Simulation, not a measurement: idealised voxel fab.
voxel gate over fins: a process module
Section cut is 285 nm wide and gridded with 5 nm square cells.
Cross-section format: a grid of square cells, given as bands from top to bottom; each band is one or more rows of cells.
This entry defines a band. It first specifies the height of the band's top and the height of its bottom in nm, and then specifies the band's materials from left to right, stating each material with its width in nm. The word "full width" identifies a single material that fills the band from edge to edge, while the word "empty" identifies empty space.
Zero point of the height axis is 0; under it, received wafer = one material. Lowest band: continues down indefinitely, "0..down".
The width entry "30 to 40" should be interpreted row by row: the top row of cells in the band takes the first number, the bottom row takes the second number, and the change between adjacent rows is uniform throughout.
Where a step carries "no change", the cross-section came out of it unchanged, cell for cell.
This entry, "Closed void inventory", enumerates those empty regions of no fewer than 8 cells that possess no open connection to the top. Each region is reported in the form width x height at distance, the distance being taken from the left edge, with all three quantities expressed in nm.
On each step's line, the part that comes after the settings is the simulator's own comment on the step.
overlay nm: how far to the right of its planned place the mask lay on this masked step (negative: to the left).

**Process steps (planned)**
| 1 | RECEIVE [material Si] |
| 2 | CONFORMAL_DEP [material SiN] [thk nm 10] |
| 3 | MASKED_ETCH [tone cover] [mask id FINS] [width nm 15] [pitch nm 35] [etch materials SiN] [depth nm 10] [overlay nm 0] |
| 4 | MASKED_ETCH [tone cover] [mask id FINS] [width nm 15] [pitch nm 35] [etch materials Si] [depth nm 30] [overlay nm 0] |
| 5 | OXIDIZE [depth nm 5] |
| 6 | FILL_DEP [material SiO2] [thk nm 15] |
| 7 | CMP [height nm 10] |
| 8 | SELECTIVE_ETCH [etch materials SiO2] [depth nm 25] |
| 9 | STRIP [etch materials SiN] |
| 10 | CONFORMAL_DEP [material HfO2] [thk nm 5] |
| 11 | CONFORMAL_DEP [material TiN] [thk nm 5] |
| 12 | CONFORMAL_DEP [material TiAl] [thk nm 5] |
| 13 | CONFORMAL_DEP [material TiN] [thk nm 5] |
| 14 | FILL_DEP [material W] [thk nm 10] |
| 15 | CMP [height nm 25] |
| 16 | CONFORMAL_DEP [material SiN] [thk nm 5] |

**Here's what the wafer looked like in cross-section when it arrived - that's after step 1**
- 0..down = Si full width
- Closed void inventory: none

**Cross-sectional result after module completion. Note: starting condition and plan are unchanged from above; one processing mistake was made**
- 30..25 = SiN full width
- 25..20 = W full width
- 20..15 = TiN full width
- 15..10 = TiAl full width
- 10..5 = 120 of TiN, then 5 of TiAl, then 30 of TiN, then 5 of TiAl, then 125 of TiN
- 5..0 = 115 of HfO2, then 15 of TiN, then 20 of HfO2, then 15 of TiN, then 120 of HfO2
- 0..-5 = 110 of Si, then 25 of HfO2, then 10 of Si, then 25 of HfO2, then 115 of Si
- -5..down = Si full width
- Closed void inventory: none
What was the processing mistake? planned and actual differ for step 3; actual: MASKED_ETCH [tone open] [mask id FINS] [width nm 15] [pitch nm 35] [etch materials SiN] [depth nm 10] [overlay nm 0]
